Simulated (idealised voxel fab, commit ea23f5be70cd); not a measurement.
Presented below is a process module, voxel self aligned contacts.
Square cells of 5 nm make up the cross-section cut, whose width is 210 nm.
Throughout this document, each cross-section is represented as a grid of square cells and is presented as a sequence of bands enumerated from the top downward, where a band comprises one or more rows of cells.
What a band's entry tells you: where the top is and where the bottom is, as heights in nm, and after that what lies inside, material by material from left to right, each with its width in nm. Empty space is written as the word "air", and a single material marked with the word "edge to edge" occupies the band from edge to edge.
Zero point of the height axis is 0; under it, received wafer = one material. Lowest band: continues down indefinitely, "0..down".
Graded width ("30 to 40"): value in top row of band = first number; value in bottom row = second number; row-to-row change constant.
Given "identical to before" for a step, no cell of the cross-section differs between before and after that step.
Closed empty spaces (no open way to the top) of 8 cells or more are what "Enclosed empty spaces" lists, each as width x height at distance from the left edge, nm for all three.
Heads up: the bit after the settings on a step's line is the simulator's remark on that step.
A step line may carry the setting "overlay nm", which, for steps involving a mask, states the distance by which the mask lay to the right of its intended position; negative values denote displacement to the left.

plan
- 1: RECEIVE: material Si
- 2: CONFORMAL_DEP: material SiO2, thk nm 5
- 3: DIRECTIONAL_DEP: material polySi, thk nm 30
- 4: DIRECTIONAL_DEP: material SiN, thk nm 20
- 5: PATTERN: tone cover, mask id GATE, material resist, width nm 30, pitch nm 55, thk nm 15, overlay nm 0
- 6: DIRECTIONAL_ETCH: etch materials SiN, depth nm 20
- 7: DIRECTIONAL_ETCH: etch materials polySi, depth nm 30
- 8: STRIP: etch materials resist
- 9: CONFORMAL_DEP: material SiN, thk nm 5
- 10: DIRECTIONAL_ETCH: etch materials SiN, depth nm 5
- 11: FILL_DEP: material SiO2, thk nm 15
- 12: CMP: height nm 60
- 13: MASKED_ETCH: tone open, mask id CONTACT, width nm 35, pitch nm 55, etch materials SiO2, depth nm 60, overlay nm 0
- 14: CONFORMAL_DEP: material TiN, thk nm 5
- 15: FILL_DEP: material W, thk nm 5
- 16: CMP: height nm 60
- 17: CONFORMAL_DEP: material SiCN, thk nm 5

The first of a set of two wafers, run to plan

Cross-section, incoming material, after step 1
* 0..down | Si edge to edge
* Enclosed empty spaces: none

Upon completion of step 2, the wafer appears in cross-section as shown
* 5..0 | SiO2 edge to edge
* Lower than 0, everything is as it was.

Upon completion of step 3, the wafer appears in cross-section as shown
* 35..5 | polySi edge to edge
* Lower than 5, everything is as it was.

Upon completion of step 4, the wafer appears in cross-section as shown
* 55..35 | SiN edge to edge
* Lower than 35, everything is as it was.

Upon completion of step 5, the wafer appears in cross-section as shown
* 70..55 | air: 35 / resist: 30 / air: 25 / resist: 30 / air: 25 / resist: 30 / air: 35
* Lower than 55, everything is as it was.

Upon completion of step 6, the wafer appears in cross-section as shown
* 70..55 | air: 35 / resist: 30 / air: 25 / resist: 30 / air: 25 / resist: 30 / air: 35
* 55..35 | air: 35 / SiN: 30 / air: 25 / SiN: 30 / air: 25 / SiN: 30 / air: 35
* Lower than 35, everything is as it was.

Upon completion of step 7, the wafer appears in cross-section as shown
* 70..55 | air: 35 / resist: 30 / air: 25 / resist: 30 / air: 25 / resist: 30 / air: 35
* 55..35 | air: 35 / SiN: 30 / air: 25 / SiN: 30 / air: 25 / SiN: 30 / air: 35
* 35..5 | air: 35 / polySi: 30 / air: 25 / polySi: 30 / air: 25 / polySi: 30 / air: 35
* Lower than 5, everything is as it was.

Upon completion of step 8, the wafer appears in cross-section as shown
* 55..35 | air: 35 / SiN: 30 / air: 25 / SiN: 30 / air: 25 / SiN: 30 / air: 35
* Lower than 35, everything is as it was.

Upon completion of step 9, the wafer appears in cross-section as shown
* 60..35 | air: 30 / SiN: 40 / air: 15 / SiN: 40 / air: 15 / SiN: 40 / air: 30
* 35..10 | air: 30 / SiN: 5 / polySi: 30 / SiN: 5 / air: 15 / SiN: 5 / polySi: 30 / SiN: 5 / air: 15 / SiN: 5 / polySi: 30 / SiN: 5 / air: 30
* 10..5 | SiN: 35 / polySi: 30 / SiN: 25 / polySi: 30 / SiN: 25 / polySi: 30 / SiN: 35
* Lower than 5, everything is as it was.

Upon completion of step 10, the wafer appears in cross-section as shown
* 55..35 | air: 30 / SiN: 40 / air: 15 / SiN: 40 / air: 15 / SiN: 40 / air: 30
* 35..5 | air: 30 / SiN: 5 / polySi: 30 / SiN: 5 / air: 15 / SiN: 5 / polySi: 30 / SiN: 5 / air: 15 / SiN: 5 / polySi: 30 / SiN: 5 / air: 30
* Lower than 5, everything is as it was.

Upon completion of step 11, the wafer appears in cross-section as shown
* 70..55 | SiO2 edge to edge
* 55..35 | SiO2: 30 / SiN: 40 / SiO2: 15 / SiN: 40 / SiO2: 15 / SiN: 40 / SiO2: 30
* 35..5 | SiO2: 30 / SiN: 5 / polySi: 30 / SiN: 5 / SiO2: 15 / SiN: 5 / polySi: 30 / SiN: 5 / SiO2: 15 / SiN: 5 / polySi: 30 / SiN: 5 / SiO2: 30
* Lower than 5, everything is as it was.

Upon completion of step 12, the wafer appears in cross-section as shown
* 60..55 | SiO2 edge to edge
* Lower than 55, everything is as it was.

Upon completion of step 13, the wafer appears in cross-section as shown
* 60..55 | SiO2: 60 / air: 35 / SiO2: 20 / air: 35 / SiO2: 60
* 55..35 | SiO2: 30 / SiN: 40 / air: 15 / SiN: 40 / air: 15 / SiN: 40 / SiO2: 30
* 35..5 | SiO2: 30 / SiN: 5 / polySi: 30 / SiN: 5 / air: 15 / SiN: 5 / polySi: 30 / SiN: 5 / air: 15 / SiN: 5 / polySi: 30 / SiN: 5 / SiO2: 30
* 5..0 | SiO2: 70 / air: 15 / SiO2: 40 / air: 15 / SiO2: 70
* Lower than 0, everything is as it was.

Upon completion of step 14, the wafer appears in cross-section as shown
* 65..60 | TiN: 65 / air: 25 / TiN: 30 / air: 25 / TiN: 65
* 60..55 | SiO2: 60 / TiN: 15 / air: 5 / TiN: 15 / SiO2: 20 / TiN: 15 / air: 5 / TiN: 15 / SiO2: 60
* 55..35 | SiO2: 30 / SiN: 40 / TiN: 5 / air: 5 / TiN: 5 / SiN: 40 / TiN: 5 / air: 5 / TiN: 5 / SiN: 40 / SiO2: 30
* 35..5 | SiO2: 30 / SiN: 5 / polySi: 30 / SiN: 5 / TiN: 5 / air: 5 / TiN: 5 / SiN: 5 / polySi: 30 / SiN: 5 / TiN: 5 / air: 5 / TiN: 5 / SiN: 5 / polySi: 30 / SiN: 5 / SiO2: 30
* 5..0 | SiO2: 70 / TiN: 15 / SiO2: 40 / TiN: 15 / SiO2: 70
* Lower than 0, everything is as it was.

Upon completion of step 15, the wafer appears in cross-section as shown
* 70..65 | W edge to edge
* 65..60 | TiN: 65 / W: 25 / TiN: 30 / W: 25 / TiN: 65
* 60..55 | SiO2: 60 / TiN: 15 / W: 5 / TiN: 15 / SiO2: 20 / TiN: 15 / W: 5 / TiN: 15 / SiO2: 60
* 55..35 | SiO2: 30 / SiN: 40 / TiN: 5 / W: 5 / TiN: 5 / SiN: 40 / TiN: 5 / W: 5 / TiN: 5 / SiN: 40 / SiO2: 30
* 35..5 | SiO2: 30 / SiN: 5 / polySi: 30 / SiN: 5 / TiN: 5 / W: 5 / TiN: 5 / SiN: 5 / polySi: 30 / SiN: 5 / TiN: 5 / W: 5 / TiN: 5 / SiN: 5 / polySi: 30 / SiN: 5 / SiO2: 30
* Lower than 5, everything is as it was.

Upon completion of step 16, the wafer appears in cross-section as shown
* 60..55 | SiO2: 60 / TiN: 15 / W: 5 / TiN: 15 / SiO2: 20 / TiN: 15 / W: 5 / TiN: 15 / SiO2: 60
* Lower than 55, everything is as it was.

Upon completion of step 17, the wafer appears in cross-section as shown
* 65..60 | SiCN edge to edge
* Lower than 60, everything is as it was.

Wafer two. Same start, same plan, one slip in execution. Same as wafer one through step 4, inclusive

when step 5 should have ended
* 70..55 | resist: 35 / air: 30 / resist: 25 / air: 30 / resist: 25 / air: 30 / resist: 35
* Lower than 55, everything is as it was.

when step 6 should have ended
* 70..55 | resist: 35 / air: 30 / resist: 25 / air: 30 / resist: 25 / air: 30 / resist: 35
* 55..35 | SiN: 35 / air: 30 / SiN: 25 / air: 30 / SiN: 25 / air: 30 / SiN: 35
* Lower than 35, everything is as it was.

when step 7 should have ended
* 70..55 | resist: 35 / air: 30 / resist: 25 / air: 30 / resist: 25 / air: 30 / resist: 35
* 55..35 | SiN: 35 / air: 30 / SiN: 25 / air: 30 / SiN: 25 / air: 30 / SiN: 35
* 35..5 | polySi: 35 / air: 30 / polySi: 25 / air: 30 / polySi: 25 / air: 30 / polySi: 35
* Lower than 5, everything is as it was.

when step 8 should have ended
* 55..35 | SiN: 35 / air: 30 / SiN: 25 / air: 30 / SiN: 25 / air: 30 / SiN: 35
* Lower than 35, everything is as it was.

when step 9 should have ended
* 60..35 | SiN: 40 / air: 20 / SiN: 35 / air: 20 / SiN: 35 / air: 20 / SiN: 40
* 35..10 | polySi: 35 / SiN: 5 / air: 20 / SiN: 5 / polySi: 25 / SiN: 5 / air: 20 / SiN: 5 / polySi: 25 / SiN: 5 / air: 20 / SiN: 5 / polySi: 35
* 10..5 | polySi: 35 / SiN: 30 / polySi: 25 / SiN: 30 / polySi: 25 / SiN: 30 / polySi: 35
* Lower than 5, everything is as it was.

when step 10 should have ended
* 55..35 | SiN: 40 / air: 20 / SiN: 35 / air: 20 / SiN: 35 / air: 20 / SiN: 40
* 35..5 | polySi: 35 / SiN: 5 / air: 20 / SiN: 5 / polySi: 25 / SiN: 5 / air: 20 / SiN: 5 / polySi: 25 / SiN: 5 / air: 20 / SiN: 5 / polySi: 35
* Lower than 5, everything is as it was.

when step 11 should have ended
* 70..55 | SiO2 edge to edge
* 55..35 | SiN: 40 / SiO2: 20 / SiN: 35 / SiO2: 20 / SiN: 35 / SiO2: 20 / SiN: 40
* 35..5 | polySi: 35 / SiN: 5 / SiO2: 20 / SiN: 5 / polySi: 25 / SiN: 5 / SiO2: 20 / SiN: 5 / polySi: 25 / SiN: 5 / SiO2: 20 / SiN: 5 / polySi: 35
* Lower than 5, everything is as it was.

when step 12 should have ended
* 60..55 | SiO2 edge to edge
* Lower than 55, everything is as it was.

when step 13 should have ended
* 60..55 | SiO2: 60 / air: 35 / SiO2: 20 / air: 35 / SiO2: 60
* Lower than 55, everything is as it was.

when step 14 should have ended
* 65..60 | TiN: 65 / air: 25 / TiN: 30 / air: 25 / TiN: 65
* 60..55 | SiO2: 60 / TiN: 35 / SiO2: 20 / TiN: 35 / SiO2: 60
* Lower than 55, everything is as it was.

when step 15 should have ended
* 70..65 | W edge to edge
* 65..60 | TiN: 65 / W: 25 / TiN: 30 / W: 25 / TiN: 65
* Lower than 60, everything is as it was.

when step 16 should have ended
* 60..55 | SiO2: 60 / TiN: 35 / SiO2: 20 / TiN: 35 / SiO2: 60
* Lower than 55, everything is as it was.

when step 17 should have ended
* 65..60 | SiCN edge to edge
* Lower than 60, everything is as it was.
What broke from the plan during processing? step 5 was processed under conditions differing from the plan, specifically as PATTERN: tone open, mask id GATE, material resist, width nm 30, pitch nm 55, thk nm 15, overlay nm 0
Final cells, second wafer relative to first, materials higher or lower: +24 SiN; +6 SiO2; -44 TiN; -22 W; +36 polySi
